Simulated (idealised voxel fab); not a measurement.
The document below concerns the process module designated voxel ribs on slabs.
Shown is cross-section cut, with a width of 180 nm and square cells of size 5 nm.
Bands, listed from the top down, are how a cross-section gets written in this document; the cross-section itself is a grid of square cells, and a band is one or more rows of them. Band: top and bottom heights (nm) first, top before bottom; then materials from left to right, widths in nm. "full width" marks a sole material filling the band edge to edge. "blank" denotes empty space. Basically, 0 is our baseline, since under it the wafer straight out of the box is all one material. The bottom band has no lower end and keeps on going down, so it looks like "0 -> down". So if you see something like "30..40" for the width, read it as the top row of the band sitting at the first number and the bottom row at the second, with every row in between moving by the same amount as the last. Given "everything unchanged" for a step, no cell of the cross-section differs between before and after that step. You'll see "Closed-off voids" listing empty spaces that have no way open to the top, as long as they're 8 cells or more; the notation is width x height at distance, where the distance is from the left edge, and all of it is in nm. Formally, on a step line, whatever follows the settings is a remark that the simulator itself makes on the step. A step line may carry the setting "overlay nm", which, for steps involving a mask, states the distance by which the mask lay to the right of its intended position; negative values denote displacement to the left.
### Listed below are the process steps as planned
1 RECEIVE with material Si
2 DIRECTIONAL_DEP with material SiO2, thk nm 25
3 DIRECTIONAL_DEP with material polySi, thk nm 15
4 MASKED_ETCH with tone cover, mask id RIB, width nm 20, etch materials polySi, depth nm 10, overlay nm 0
5 PATTERN with tone cover, mask id SLAB, material resist, width nm 80, thk nm 15, overlay nm 0
6 DIRECTIONAL_ETCH with etch materials polySi, depth nm 5
7 STRIP with etch materials resist
8 FILL_DEP with material SiO2, thk nm 20
9 CMP with height nm 50
10 DIRECTIONAL_DEP with material W, thk nm 5
11 PATTERN with tone cover, mask id HEATER, material resist, width nm 30, thk nm 20, overlay nm 0
12 DIRECTIONAL_ETCH with etch materials W, depth nm 5
13 STRIP with etch materials resist
14 CONFORMAL_DEP with material SiN, thk nm 10
### This is the cross-section of the wafer as we received it, i.e. after step 1
  0 -> down | Si full width
  Closed-off voids: none
### a wafer at the end: this start, this plan, one mistake
  65 -> 60 | SiN (85) / blank (10) / SiN (85)
  60 -> 55 | SiN full width
  55 -> 50 | W (75) / SiN (30) / W (75)
  50 -> 40 | SiO2 full width
  40 -> 30 | SiO2 (80) / polySi (20) / SiO2 (80)
  30 -> 25 | SiO2 (50) / polySi (80) / SiO2 (50)
  25 -> 0 | SiO2 full width
  0 -> down | Si full width
  Closed-off voids: none
Here's what went sideways: step 11 was run on a setting that differed from the plan, and what really ran there is PATTERN with tone open, mask id HEATER, material resist, width nm 30, thk nm 20, overlay nm 0
